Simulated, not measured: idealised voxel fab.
The document below concerns the process module designated voxel air gaps.
Square cell edge 5 nm, section width 215 nm, ID cut.
If you're reading a cross-section in this doc, picture square cells in a grid; it comes to you as bands, top ones listed first down to the bottom, and a band can be one or more rows of cells.
Band entry format. Leading values: height of top, height of bottom, nm. Remainder: materials in left-to-right order, each with its width in nm. Special words: "all across" on a single material, which then fills the band edge to edge; "blank", empty space.
Zero point of the height axis is 0; under it, received wafer = one material. Lowest band: continues down indefinitely, "0..down".
Quick explanation for "30..40": the width changes in equal steps down the rows of cells, from the first number in the band's top row to the second number in its bottom row.
Any step labelled "identical to before" changed none of the cells in the cross-section.
Voids not open to the top, 8 cells minimum: see "Completely enclosed voids". Written width x height at distance; distance is from the left edge; nm.
Where a step's line continues beyond its settings, the continuation is a remark by the simulator itself on that step.
overlay nm, on a step with a mask: how far to the right of its planned place the mask lay; to the left if negative
**Steps planned for the process**
1) RECEIVE [material Si]
2) CONFORMAL_DEP [material SiO2] [thk nm 10]
3) CONFORMAL_DEP [material SiN] [thk nm 5]
4) DIRECTIONAL_DEP [material lowk] [thk nm 35]
5) DIRECTIONAL_DEP [material aC] [thk nm 15]
6) PATTERN [tone open] [mask id LINES] [material resist] [width nm 15] [pitch nm 45] [thk nm 35] [overlay nm -15]
7) DIRECTIONAL_ETCH [etch materials aC] [depth nm 15]
8) STRIP [etch materials resist]
9) DIRECTIONAL_ETCH [etch materials lowk] [depth nm 35]
10) STRIP [etch materials aC]
11) CONFORMAL_DEP [material TiN] [thk nm 5]
12) FILL_DEP [material Ru] [thk nm 10]
13) CMP [height nm 50]
14) EPI [material Ru] [thk nm 10]
15) SELECTIVE_ETCH [etch materials lowk] [depth nm 45]
16) CONFORMAL_DEP [material SiN] [thk nm 5]
varied across the wafers: overlay nm of step 6. The plan shows the first wafer's value. All wafers start alike
**So this is the first of several wafers, cross-sectioned as it came to us, meaning it's at the end of step 1**
	0..down: Si all across
	Completely enclosed voids: none
**Quick key for the table: a row per wafer, taken at the end of the module. For each material it tells you how many cells the wafer gained (+) or lost (-) since it came in, and the closed voids come after**
overlay nm -15 | +60 Ru | +164 SiN | +86 SiO2 | +45 TiN | Completely enclosed voids: 20 x 25 at 60; 20 x 25 at 105
overlay nm -10 | +60 Ru | +164 SiN | +86 SiO2 | +45 TiN | Completely enclosed voids: 20 x 25 at 65; 20 x 25 at 110
overlay nm -5 | +60 Ru | +164 SiN | +86 SiO2 | +45 TiN | Completely enclosed voids: 20 x 25 at 70; 20 x 25 at 115
overlay nm 0 | +60 Ru | +164 SiN | +86 SiO2 | +45 TiN | Completely enclosed voids: 20 x 25 at 75; 20 x 25 at 120
overlay nm 5 | +60 Ru | +164 SiN | +86 SiO2 | +45 TiN | Completely enclosed voids: 20 x 25 at 80; 20 x 25 at 125
overlay nm 10 | +60 Ru | +164 SiN | +86 SiO2 | +45 TiN | Completely enclosed voids: 20 x 25 at 85; 20 x 25 at 130
overlay nm 15 | +60 Ru | +164 SiN | +86 SiO2 | +45 TiN | Completely enclosed voids: 20 x 25 at 90; 20 x 25 at 135
